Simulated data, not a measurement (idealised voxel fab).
This is a process module. Its name is voxel lift off.
Cross-section cut: width 195 nm, square cells of 5 nm.
Cross-sections here: square-cell grids, written as top-down lists of bands, a band being one or more rows of cells. The band entry comprises the height of the band's top followed by the height of its bottom, expressed in nm, and subsequently the band's materials from left to right, each stated together with its width in nm. Where a single material is marked with the word "everywhere", that material fills the band from edge to edge. The word "empty" represents empty space. For the purposes of this specification, 0 denotes the height below which the wafer in its as-received condition is composed wholly of one material, and the lowermost band, lacking a lower limit, extends downward without end, as expressed in "from 0 down". The notation "30->40" denotes a width that varies across the rows of cells in the band, beginning at the first number in the top row, finishing at the second number in the bottom row, and changing by an identical amount from each row to the next. When a step is marked "remained unchanged", none of the cells in the cross-section changed during that step. Enclosed voids (no open way to top), threshold 8 cells or more, entry "Tabulated closed voids", notation width x height at distance, distance from left edge, nm. The remark found on a step's line after its settings is issued by the simulator itself and pertains to that step. overlay nm: on a step with a mask, how far right of its planned place the mask lay; negative means left.

plan
1) RECEIVE, material Si
2) CONFORMAL_DEP, material Al2O3, thk nm 5
3) PATTERN, tone open, mask id LINES, material resist, width nm 25, pitch nm 50, thk nm 30, overlay nm 0
4) DIRECTIONAL_DEP, material Ru, thk nm 15
5) STRIP, etch materials resist
6) CONFORMAL_DEP, material SiN, thk nm 10

Received-state cross-section, reflecting completion of step 1
from 0 down = Si everywhere
Tabulated closed voids: none

The plan above was carried out on the starting structure above with one mistake, and this cross-section shows the wafer at the end of the module
from 30 to 20 = SiN: 45 / empty: 5 / SiN: 45 / empty: 5 / SiN: 45 / empty: 5 / SiN: 45
from 20 to 15 = Ru: 35 / SiN: 10 / empty: 5 / SiN: 10 / Ru: 25 / SiN: 10 / empty: 5 / SiN: 10 / Ru: 25 / SiN: 10 / empty: 5 / SiN: 10 / Ru: 35
from 15 to 5 = Ru: 35 / SiN: 25 / Ru: 25 / SiN: 25 / Ru: 25 / SiN: 25 / Ru: 35
from 5 to 0 = Al2O3 everywhere
from 0 down = Si everywhere
Tabulated closed voids: none
Against the plan, the run slipped here: note that step 3 departed from the planned setting and was carried out as PATTERN, tone cover, mask id LINES, material resist, width nm 25, pitch nm 50, thk nm 30, overlay nm 0
